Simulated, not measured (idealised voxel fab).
Proc. module: voxel trench capacitor
We display cut, a cross-section 205 nm in width whose square cells are each 5 nm.
A cross-section is a grid of square cells, given in bands from the top down. A band is one or more rows of cells.
Basically the band line says how high the top is and how high the bottom is, in nm, and then what's in it from left to right, every material with its width in nm. Empty space shows up as "air", and if a single material carries "edge to edge" it runs the full band edge to edge.
Height datum 0, below which the as-received substrate wafer is one material. Lowest band open at the bottom, running downward: "0..down".
The width entry "30->40" should be interpreted row by row: the top row of cells in the band takes the first number, the bottom row takes the second number, and the change between adjacent rows is uniform throughout.
"nothing got changed", as given for a step, is the statement that not any cell of the cross-section underwent a change during that step.
The entry "Sealed voids" lists the empty spaces that cover at least 8 cells and have no open path to the top. Each is written as width x height at distance, where the distance is measured from the left edge and all three values are in nm.
It should be noted that, on the line of a given step, the content following the step's settings is a remark produced by the simulator itself with respect to that step.
"overlay nm" denotes, for a step that has a mask, the displacement of the mask to the right of its planned place, with negative values corresponding to the left.
Listed below are the process steps as planned:
1) RECEIVE: material Si
2) CONFORMAL_DEP: material SiN, thk nm 5
3) DIRECTIONAL_DEP: material aC, thk nm 10
4) PATTERN: tone open, mask id TRENCH, material resist, width nm 20, pitch nm 50, thk nm 30, overlay nm 0
5) DIRECTIONAL_ETCH: etch materials aC, depth nm 10
6) STRIP: etch materials resist
7) DIRECTIONAL_ETCH: etch materials SiN, depth nm 5
8) DIRECTIONAL_ETCH: etch materials Si, depth nm 25
9) STRIP: etch materials aC
10) CONFORMAL_DEP: material Al2O3, thk nm 5
11) FILL_DEP: material polySi, thk nm 5
12) CMP: height nm 5
First of two wafers, with the run carried out as planned:
As-received wafer cross-section (after step 1):
    0..down | Si edge to edge
    Sealed voids: none
How the wafer stands in section after step 2:
    5..0 | SiN edge to edge
    Rest of section, below 0: as before.
How the wafer stands in section after step 3:
    15..5 | aC edge to edge
    Rest of section, below 5: as before.
How the wafer stands in section after step 4:
    45..15 | 65 resist, 20 air, 30 resist, 20 air, 70 resist
    Rest of section, below 15: as before.
How the wafer stands in section after step 5:
    35..15 | 65 resist, 20 air, 30 resist, 20 air, 70 resist
    15..5 | 65 aC, 20 air, 30 aC, 20 air, 70 aC
    Rest of section, below 5: as before.
How the wafer stands in section after step 6:
    15..5 | 65 aC, 20 air, 30 aC, 20 air, 70 aC
    Rest of section, below 5: as before.
How the wafer stands in section after step 7:
    15..5 | 65 aC, 20 air, 30 aC, 20 air, 70 aC
    5..0 | 65 SiN, 20 air, 30 SiN, 20 air, 70 SiN
    Rest of section, below 0: as before.
How the wafer stands in section after step 8:
    15..5 | 65 aC, 20 air, 30 aC, 20 air, 70 aC
    5..0 | 65 SiN, 20 air, 30 SiN, 20 air, 70 SiN
    0..-25 | 65 Si, 20 air, 30 Si, 20 air, 70 Si
    Rest of section, below -25: as before.
How the wafer stands in section after step 9:
    5..0 | 65 SiN, 20 air, 30 SiN, 20 air, 70 SiN
    Rest of section, below 0: as before.
How the wafer stands in section after step 10:
    10..5 | 70 Al2O3, 10 air, 40 Al2O3, 10 air, 75 Al2O3
    5..0 | 65 SiN, 5 Al2O3, 10 air, 5 Al2O3, 30 SiN, 5 Al2O3, 10 air, 5 Al2O3, 70 SiN
    0..-20 | 65 Si, 5 Al2O3, 10 air, 5 Al2O3, 30 Si, 5 Al2O3, 10 air, 5 Al2O3, 70 Si
    -20..-25 | 65 Si, 20 Al2O3, 30 Si, 20 Al2O3, 70 Si
    Rest of section, below -25: as before.
How the wafer stands in section after step 11:
    15..10 | polySi edge to edge
    10..5 | 70 Al2O3, 10 polySi, 40 Al2O3, 10 polySi, 75 Al2O3
    5..0 | 65 SiN, 5 Al2O3, 10 polySi, 5 Al2O3, 30 SiN, 5 Al2O3, 10 polySi, 5 Al2O3, 70 SiN
    0..-20 | 65 Si, 5 Al2O3, 10 polySi, 5 Al2O3, 30 Si, 5 Al2O3, 10 polySi, 5 Al2O3, 70 Si
    Rest of section, below -20: as before.
How the wafer stands in section after step 12:
    5..0 | 65 SiN, 5 Al2O3, 10 polySi, 5 Al2O3, 30 SiN, 5 Al2O3, 10 polySi, 5 Al2O3, 70 SiN
    Rest of section, below 0: as before.
Second wafer, same starting state and plan as the first, one mistake in the run, identical through step 3:
Planned end of step 4: second wafer, cross-section:
    45..15 | 75 resist, 20 air, 30 resist, 20 air, 60 resist
    Rest of section, below 15: as before.
Planned end of step 5: second wafer, cross-section:
    35..15 | 75 resist, 20 air, 30 resist, 20 air, 60 resist
    15..5 | 75 aC, 20 air, 30 aC, 20 air, 60 aC
    Rest of section, below 5: as before.
Planned end of step 6: second wafer, cross-section:
    15..5 | 75 aC, 20 air, 30 aC, 20 air, 60 aC
    Rest of section, below 5: as before.
Planned end of step 7: second wafer, cross-section:
    15..5 | 75 aC, 20 air, 30 aC, 20 air, 60 aC
    5..0 | 75 SiN, 20 air, 30 SiN, 20 air, 60 SiN
    Rest of section, below 0: as before.
Planned end of step 8: second wafer, cross-section:
    15..5 | 75 aC, 20 air, 30 aC, 20 air, 60 aC
    5..0 | 75 SiN, 20 air, 30 SiN, 20 air, 60 SiN
    0..-25 | 75 Si, 20 air, 30 Si, 20 air, 60 Si
    Rest of section, below -25: as before.
Planned end of step 9: second wafer, cross-section:
    5..0 | 75 SiN, 20 air, 30 SiN, 20 air, 60 SiN
    Rest of section, below 0: as before.
Planned end of step 10: second wafer, cross-section:
    10..5 | 80 Al2O3, 10 air, 40 Al2O3, 10 air, 65 Al2O3
    5..0 | 75 SiN, 5 Al2O3, 10 air, 5 Al2O3, 30 SiN, 5 Al2O3, 10 air, 5 Al2O3, 60 SiN
    0..-20 | 75 Si, 5 Al2O3, 10 air, 5 Al2O3, 30 Si, 5 Al2O3, 10 air, 5 Al2O3, 60 Si
    -20..-25 | 75 Si, 20 Al2O3, 30 Si, 20 Al2O3, 60 Si
    Rest of section, below -25: as before.
Planned end of step 11: second wafer, cross-section:
    15..10 | polySi edge to edge
    10..5 | 80 Al2O3, 10 polySi, 40 Al2O3, 10 polySi, 65 Al2O3
    5..0 | 75 SiN, 5 Al2O3, 10 polySi, 5 Al2O3, 30 SiN, 5 Al2O3, 10 polySi, 5 Al2O3, 60 SiN
    0..-20 | 75 Si, 5 Al2O3, 10 polySi, 5 Al2O3, 30 Si, 5 Al2O3, 10 polySi, 5 Al2O3, 60 Si
    Rest of section, below -20: as before.
Planned end of step 12: second wafer, cross-section:
    5..0 | 75 SiN, 5 Al2O3, 10 polySi, 5 Al2O3, 30 SiN, 5 Al2O3, 10 polySi, 5 Al2O3, 60 SiN
    Rest of section, below 0: as before.
Which mistake was made when the wafer was run? it should be noted that step 4 was executed with settings other than those planned, the operation and settings actually applied being PATTERN: tone open, mask id TRENCH, material resist, width nm 20, pitch nm 50, thk nm 30, overlay nm 10
So at the finish, the second wafer's got exactly as many cells of each material as the first, just not in the same spots.
